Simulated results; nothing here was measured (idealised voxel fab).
process module | voxel plated lines
cross-section cut | 140 nm wide | cells 5 nm
A cross-section is a grid of square cells, given in bands from the top down. A band is one or more rows of cells.
Each band's line starts with the height of the band's top and of its bottom, in nm. Then come its materials from left to right, each with its width in nm. One material with "throughout" fills the band from edge to edge. "air" is empty space.
Height 0 is the level under which the wafer as received is all one material. The lowest band goes on downwards, as in "0 down".
A width such as "30 to 40" changes by the same amount from each row of cells to the next, from the band's top row to its bottom row.
"no change" after a step means that no cell of the cross-section changed.
closed voids: empty space of 8 cells or more with no open way to the top, each as width x height at its distance from the left edge, in nm
after a step's settings: what the simulator itself notes on the step
overlay nm, on a step with a mask: how far to the right of its planned place the mask lay; to the left if negative
plan
1 op RECEIVE | material Si
2 op CONFORMAL_DEP | material Al2O3 | thk nm 5
3 op DIRECTIONAL_DEP | material TiN | thk nm 5
4 op PATTERN | tone open | mask id LINES | material resist | width nm 20 | pitch nm 35 | thk nm 15 | overlay nm 0
5 op EPI | material Ru | thk nm 5
6 op STRIP | etch materials resist
7 op DIRECTIONAL_ETCH | etch materials TiN | depth nm 5
8 op CONFORMAL_DEP | material SiCN | thk nm 10
as received, after step 1
  0 down: Si throughout
  closed voids: none
a wafer at the end: this start, this plan, one mistake
  25 to 15: SiCN throughout
  15 to 10: Ru 25 | SiCN 20 | Ru 15 | SiCN 20 | Ru 15 | SiCN 20 | Ru 25
  10 to 5: TiN 25 | SiCN 20 | TiN 15 | SiCN 20 | TiN 15 | SiCN 20 | TiN 25
  5 to 0: Al2O3 throughout
  0 down: Si throughout
  closed voids: none
what went wrong: step 4 ran as: op PATTERN | tone cover | mask id LINES | material resist | width nm 20 | pitch nm 35 | thk nm 15 | overlay nm 0
